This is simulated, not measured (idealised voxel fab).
process module | voxel self aligned vias
Shown is cross-section cut, with a width of 295 nm and square cells of size 5 nm.
A cross-section is a grid of square cells, given in bands from the top down. A band is one or more rows of cells. Within each band entry, the heights of the top and of the bottom of the band appear first, in that order and in nm; the materials of the band then follow from left to right, each with its corresponding width in nm. The designation "all across" on a single material indicates that it fills the band from edge to edge; the designation "empty" indicates empty space. Heights are expressed relative to 0, this being the level below which the as-received wafer comprises one material exclusively. The lowest band is unbounded in the downward direction and is denoted as in "top 0, no bottom". With a width like "30 to 40", each row of cells in the band differs from the next by the same amount, the top row carrying the first number and the bottom row the second. Where the words "no modifications" appear for a step, the cross-section shows no cell changed by that step; every cell remained as before. "Trapped void list" means: voids of 8 cells or more that are shut off from the top with no open way through. Written width x height at distance, distance from the left edge, in nm. On each step's line, the part that comes after the settings is the simulator's own comment on the step. You can add "overlay nm" to a step's line. For a step with a mask, it describes how far the mask lay to the right of its planned position, and a negative number describes a lay to the left.

The following list gives the planned process steps:
1) op RECEIVE | material Si
2) op CONFORMAL_DEP | material SiO2 | thk nm 15
3) op CONFORMAL_DEP | material SiCN | thk nm 5
4) op DIRECTIONAL_DEP | material lowk | thk nm 20
5) op PATTERN | tone open | mask id LINES | material resist | width nm 30 | pitch nm 55 | thk nm 15 | overlay nm 0
6) op DIRECTIONAL_ETCH | etch materials lowk | depth nm 20
7) op STRIP | etch materials resist
8) op CONFORMAL_DEP | material TiN | thk nm 5
9) op FILL_DEP | material W | thk nm 10
10) op CMP | height nm 40
11) op SELECTIVE_ETCH | etch materials W Ru TiN | depth nm 5
12) op FILL_DEP | material SiN | thk nm 5
13) op CMP | height nm 40
14) op DIRECTIONAL_DEP | material lowk | thk nm 15
15) op MASKED_ETCH | tone open | mask id VIAS | width nm 40 | pitch nm 110 | etch materials lowk | depth nm 15 | overlay nm 0
16) op MASKED_ETCH | tone open | mask id VIAS | width nm 40 | pitch nm 110 | etch materials SiN | depth nm 5 | overlay nm 0
17) op CONFORMAL_DEP | material TiN | thk nm 5
18) op FILL_DEP | material W | thk nm 5
19) op CMP | height nm 55
20) op CONFORMAL_DEP | material SiCN | thk nm 5

Cross-section of the wafer as it came to us, i.e., already through step 1:
	top 0, no bottom: Si all across
	Trapped void list: none

Starting wafer: above. Plan: above. Run: one mistake. Cross-section after the module: below:
	top 60, bottom 55: SiCN all across
	top 55, bottom 45: 70 lowk / 5 TiN / 30 W / 5 TiN / 70 lowk / 5 TiN / 30 W / 5 TiN / 75 lowk
	top 45, bottom 40: 70 lowk / 40 TiN / 70 lowk / 40 TiN / 75 lowk
	top 40, bottom 35: SiCN all across
	top 35, bottom 15: lowk all across
	top 15, bottom 0: SiO2 all across
	top 0, no bottom: Si all across
	Trapped void list: none
What went wrong in running the wafer? deviation from plan: step 4 and step 3 executed in one another's positions
